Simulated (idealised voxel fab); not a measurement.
The name of this process module is voxel gate over fins.
Displayed cross-section: cut, width of 195 nm, square cells sized 5 nm.
Bands, listed from the top down, are how a cross-section gets written in this document; the cross-section itself is a grid of square cells, and a band is one or more rows of them.
Quick guide to a band line: top height, bottom height (nm) up front; then every material left to right with its width in nm. Only one material and it's marked "everywhere"? Then it fills the band edge to edge. And "blank" just means empty space.
The level at which height equals 0 is the one under which the wafer, as it arrives, is entirely one material. No lower edge exists for the bottom band, which continues downward and is notated as in "0 nm and below".
The expression "30->40" gives the width at the extremes of the band, the first number at its top row of cells and the second at its bottom row, with the width changing by equal amounts from each row to the next in between.
"nothing different", as given for a step, is the statement that not any cell of the cross-section underwent a change during that step.
"Enclosed void catalog" lists enclosed empty spaces (at least 8 cells, no open path upward to the top), each as width x height at distance from the left edge, in nm.
If you see something after the settings on a step's line, that's the simulator's own remark about that step.
overlay nm: for a step with a mask, the amount by which the mask lay right of where it was planned; a negative amount means left of it.

# So here's the lineup of process steps we planned
1 op RECEIVE | material Si
2 op CONFORMAL_DEP | material SiN | thk nm 5
3 op DIRECTIONAL_DEP | material aC | thk nm 10
4 op PATTERN | tone cover | mask id FINS | material resist | width nm 15 | pitch nm 40 | thk nm 25 | overlay nm 0
5 op DIRECTIONAL_ETCH | etch materials aC | depth nm 10
6 op STRIP | etch materials resist
7 op DIRECTIONAL_ETCH | etch materials SiN | depth nm 5
8 op DIRECTIONAL_ETCH | etch materials Si | depth nm 40
9 op STRIP | etch materials aC
10 op OXIDIZE | depth nm 5
11 op FILL_DEP | material SiO2 | thk nm 15
12 op CMP | height nm 5
13 op SELECTIVE_ETCH | etch materials SiO2 | depth nm 15
14 op STRIP | etch materials SiN
15 op CONFORMAL_DEP | material HfO2 | thk nm 5
16 op CONFORMAL_DEP | material TiN | thk nm 5
17 op CONFORMAL_DEP | material TiAl | thk nm 5
18 op CONFORMAL_DEP | material TiN | thk nm 5
19 op FILL_DEP | material W | thk nm 10
20 op CMP | height nm 25
21 op CONFORMAL_DEP | material SiN | thk nm 10

# Step 1 complete: cross-section of the wafer as received
* 0 nm and below = Si everywhere
* Enclosed void catalog: none

# Cross-section, first of two wafers, end of module, run as planned
* 35 nm to 25 nm = SiN everywhere
* 25 nm to 20 nm = W everywhere
* 20 nm to 15 nm = 55 W; 85 TiN; 55 W
* 15 nm to 10 nm = 55 W; 5 TiN; 35 TiAl; 5 TiN; 35 TiAl; 5 TiN; 55 W
* 10 nm to 5 nm = 60 TiN; 5 TiAl; 25 TiN; 5 TiAl; 5 TiN; 5 TiAl; 25 TiN; 5 TiAl; 60 TiN
* 5 nm to 0 nm = 65 TiAl; 5 TiN; 15 HfO2; 5 TiN; 15 TiAl; 5 TiN; 15 HfO2; 5 TiN; 65 TiAl
* 0 nm to -5 nm = 70 TiN; 5 HfO2; 5 Si; 5 HfO2; 25 TiN; 5 HfO2; 5 Si; 5 HfO2; 70 TiN
* -5 nm to -10 nm = 75 HfO2; 5 Si; 35 HfO2; 5 Si; 75 HfO2
* -10 nm to -45 nm = 75 SiO2; 5 Si; 35 SiO2; 5 Si; 75 SiO2
* -45 nm and below = Si everywhere
* Enclosed void catalog: none

# Cross-sectional image of the second wafer of the two following completion of the module. Starting state and process plan were the same as for the first wafer; one execution error occurred
* 35 nm to 25 nm = SiN everywhere
* 25 nm to 20 nm = TiN everywhere
* 20 nm to 15 nm = TiAl everywhere
* 15 nm to 10 nm = TiN everywhere
* 10 nm to 5 nm = 75 HfO2; 5 TiN; 35 HfO2; 5 TiN; 75 HfO2
* 5 nm to 0 nm = HfO2 everywhere
* 0 nm to -40 nm = 70 HfO2; 5 SiO2; 5 Si; 5 SiO2; 25 HfO2; 5 SiO2; 5 Si; 5 SiO2; 70 HfO2
* -40 nm to -45 nm = 75 SiO2; 5 Si; 35 SiO2; 5 Si; 75 SiO2
* -45 nm and below = Si everywhere
* Enclosed void catalog: none
Finding, execution versus plan: for step 11, the planned setting was not used; the step was instead run as op FILL_DEP | material HfO2 | thk nm 15
Heads up, by the end the second wafer has more or fewer cells of some materials compared to the first: HfO2: 293 more | SiO2: 190 fewer | TiAl: 8 fewer | TiN: 12 fewer | W: 83 fewer
